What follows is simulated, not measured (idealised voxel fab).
The following process module bears the name voxel transistor to metal.
Section cut is 215 nm wide and gridded with 5 nm square cells.
A cross-section is a grid of square cells, given in bands from the top down. A band is one or more rows of cells.
Band: top height; bottom height; in nm. Then, left to right: material with width in nm, for each material. "everywhere": a single material spanning edge to edge. "air": empty space.
The level at which height equals 0 is the one under which the wafer, as it arrives, is entirely one material. No lower edge exists for the bottom band, which continues downward and is notated as in "from 0 down".
The notation "30 to 40" denotes a width that varies across the rows of cells in the band, beginning at the first number in the top row, finishing at the second number in the bottom row, and changing by an identical amount from each row to the next.
What does "remained the same" mean for a step? It means no cell of the cross-section changed in that step.
This entry, "closed voids", enumerates those empty regions of no fewer than 8 cells that possess no open connection to the top. Each region is reported in the form width x height at distance, the distance being taken from the left edge, with all three quantities expressed in nm.
Text after the settings on a step's line: the simulator's own remark on that step.
"overlay nm", when on a step's line for a step with a mask, measures how far to the right of its planned place the mask lay; a negative measure means to the left.
-- The steps planned for the process are as follows
- 1: RECEIVE, material Si
- 2: OXIDIZE, depth nm 5
- 3: CONFORMAL_DEP, material SiN, thk nm 10
- 4: MASKED_ETCH, tone cover, mask id ACTIVE, width nm 125, etch materials SiN, depth nm 10, overlay nm 0
- 5: MASKED_ETCH, tone cover, mask id ACTIVE, width nm 125, etch materials SiO2, depth nm 5, overlay nm 0
- 6: MASKED_ETCH, tone cover, mask id ACTIVE, width nm 125, etch materials Si, depth nm 20, overlay nm 0
- 7: FILL_DEP, material SiO2, thk nm 5
- 8: CMP, height nm 10
- 9: SELECTIVE_ETCH, etch materials SiO2, depth nm 10
- 10: STRIP, etch materials SiN
- 11: SELECTIVE_ETCH, etch materials SiO2, depth nm 5
- 12: OXIDIZE, depth nm 5
- 13: DIRECTIONAL_DEP, material polySi, thk nm 20
- 14: DIRECTIONAL_DEP, material SiCN, thk nm 15
- 15: DIRECTIONAL_DEP, material aC, thk nm 15
- 16: PATTERN, tone cover, mask id GATE, material resist, width nm 35, thk nm 35, overlay nm 0
- 17: DIRECTIONAL_ETCH, etch materials aC, depth nm 15
- 18: STRIP, etch materials resist
- 19: DIRECTIONAL_ETCH, etch materials SiCN, depth nm 25
- 20: DIRECTIONAL_ETCH, etch materials polySi, depth nm 30
- 21: STRIP, etch materials aC
- 22: CONFORMAL_DEP, material SiO2, thk nm 5
- 23: DIRECTIONAL_ETCH, etch materials SiO2, depth nm 5
- 24: CONFORMAL_DEP, material SiN, thk nm 10
- 25: DIRECTIONAL_ETCH, etch materials SiN, depth nm 10
- 26: DIRECTIONAL_ETCH, etch materials SiO2, depth nm 5
- 27: DIRECTIONAL_ETCH, etch materials Si, depth nm 5
- 28: EPI, material pSi, thk nm 5
- 29: FILL_DEP, material SiO2, thk nm 10
- 30: CMP, height nm 15
- 31: STRIP, etch materials polySi
- 32: SELECTIVE_ETCH, etch materials SiO2, depth nm 5
- 33: CONFORMAL_DEP, material HfO2, thk nm 5
- 34: CONFORMAL_DEP, material TiN, thk nm 5
- 35: FILL_DEP, material W, thk nm 10
- 36: CMP, height nm 10
- 37: DIRECTIONAL_DEP, material SiO2, thk nm 10
- 38: PATTERN, tone open, mask id CONTACT, material resist, width nm 20, pitch nm 85, thk nm 15, overlay nm 0
- 39: DIRECTIONAL_ETCH, etch materials SiO2, depth nm 30
- 40: STRIP, etch materials resist
- 41: CONFORMAL_DEP, material TiN, thk nm 5
- 42: FILL_DEP, material Ru, thk nm 5
- 43: CMP, height nm 20
- 44: DIRECTIONAL_DEP, material TiN, thk nm 5
- 45: DIRECTIONAL_DEP, material W, thk nm 15
- 46: DIRECTIONAL_DEP, material aC, thk nm 15
- 47: PATTERN, tone cover, mask id METAL_1, material resist, width nm 20, pitch nm 85, thk nm 35, overlay nm 0
- 48: DIRECTIONAL_ETCH, etch materials aC, depth nm 15
- 49: STRIP, etch materials resist
- 50: DIRECTIONAL_ETCH, etch materials W, depth nm 15
- 51: DIRECTIONAL_ETCH, etch materials TiN, depth nm 5
- 52: STRIP, etch materials aC
- 53: FILL_DEP, material lowk, thk nm 10
- 54: CMP, height nm 40
- 55: CONFORMAL_DEP, material SiCN, thk nm 5
-- As-received wafer cross-section (after step 1)
	from 0 down  Si everywhere
	closed voids: none
-- Final wafer profile in cross-section after the module, from the same start and plan as above, with one mistake made during processing
	from 45 to 40  SiCN everywhere
	from 40 to 25  55 W, then 20 lowk, then 65 W, then 20 lowk, then 55 W
	from 25 to 20  55 TiN, then 20 lowk, then 65 TiN, then 20 lowk, then 55 TiN
	from 20 to 10  55 SiO2, then 5 TiN, then 10 Ru, then 5 TiN, then 65 SiO2, then 5 TiN, then 10 Ru, then 5 TiN, then 55 SiO2
	from 10 to 0  55 SiO2, then 5 TiN, then 10 Ru, then 5 TiN, then 10 SiN, then 5 HfO2, then 5 TiN, then 25 W, then 5 TiN, then 5 HfO2, then 10 SiN, then 5 TiN, then 10 Ru, then 5 TiN, then 55 SiO2
	from 0 to -5  55 SiO2, then 5 TiN, then 5 Ru, then 10 TiN, then 10 SiN, then 5 HfO2, then 35 TiN, then 5 HfO2, then 10 SiN, then 10 TiN, then 5 Ru, then 5 TiN, then 55 SiO2
	from -5 to -10  55 SiO2, then 15 TiN, then 5 pSi, then 10 SiO2, then 45 HfO2, then 10 SiO2, then 5 pSi, then 15 TiN, then 55 SiO2
	from -10 to -15  45 SiO2, then 30 pSi, then 65 Si, then 30 pSi, then 45 SiO2
	from -15 to -25  45 SiO2, then 125 Si, then 45 SiO2
	from -25 down  Si everywhere
	closed voids: none
Deviation from plan: not per plan at step 47, really ran PATTERN, tone open, mask id METAL_1, material resist, width nm 20, pitch nm 85, thk nm 35, overlay nm 0
